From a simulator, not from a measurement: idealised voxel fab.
process module | voxel local oxidation
cross-section cut | 185 nm wide | cells 5 nm
A cross-section is a grid of square cells, given in bands from the top down. A band is one or more rows of cells.
Each band's line starts with the height of the band's top and of its bottom, in nm. Then come its materials from left to right, each with its width in nm. One material with "throughout" fills the band from edge to edge. "air" is empty space.
Height 0 is the level under which the wafer as received is all one material. The lowest band goes on downwards, as in "0 down".
A width such as "30 to 40" changes by the same amount from each row of cells to the next, from the band's top row to its bottom row.
"no change" after a step means that no cell of the cross-section changed.
closed voids: empty space of 8 cells or more with no open way to the top, each as width x height at its distance from the left edge, in nm
after a step's settings: what the simulator itself notes on the step
overlay nm, on a step with a mask: how far to the right of its planned place the mask lay; to the left if negative
plan
1 op RECEIVE | material Si
2 op CONFORMAL_DEP | material SiO2 | thk nm 5
3 op CONFORMAL_DEP | material SiN | thk nm 10
4 op MASKED_ETCH | tone cover | mask id ACTIVE | width nm 90 | etch materials SiN | depth nm 10 | overlay nm 0
5 op SELECTIVE_ETCH | etch materials SiO2 | depth nm 5
6 op OXIDIZE | depth nm 10
7 op STRIP | etch materials SiN
varied across the wafers: thk nm of step 2. The plan shows the first wafer's value. All wafers start alike
first wafer as received, after step 1
  0 down: Si throughout
  closed voids: none
first wafer at the end, after step 7
  5 to 0: air 50 | SiO2 80 | air 55
  0 to -10: SiO2 60 | Si 60 | SiO2 65
  -10 down: Si throughout
  closed voids: none
last wafer at the end
  20 to 15: air 50 | SiO2 80 | air 55
  15 to 0: SiO2 throughout
  0 down: Si throughout
  closed voids: none
each wafer at the end: cells of each material gained (+) or lost (-) since it was received, then its closed voids
thk nm 5 | -50 Si | +66 SiO2 | closed voids: none
thk nm 10 | +53 SiO2 | closed voids: none
thk nm 15 | +90 SiO2 | closed voids: none
thk nm 20 | +127 SiO2 | closed voids: none
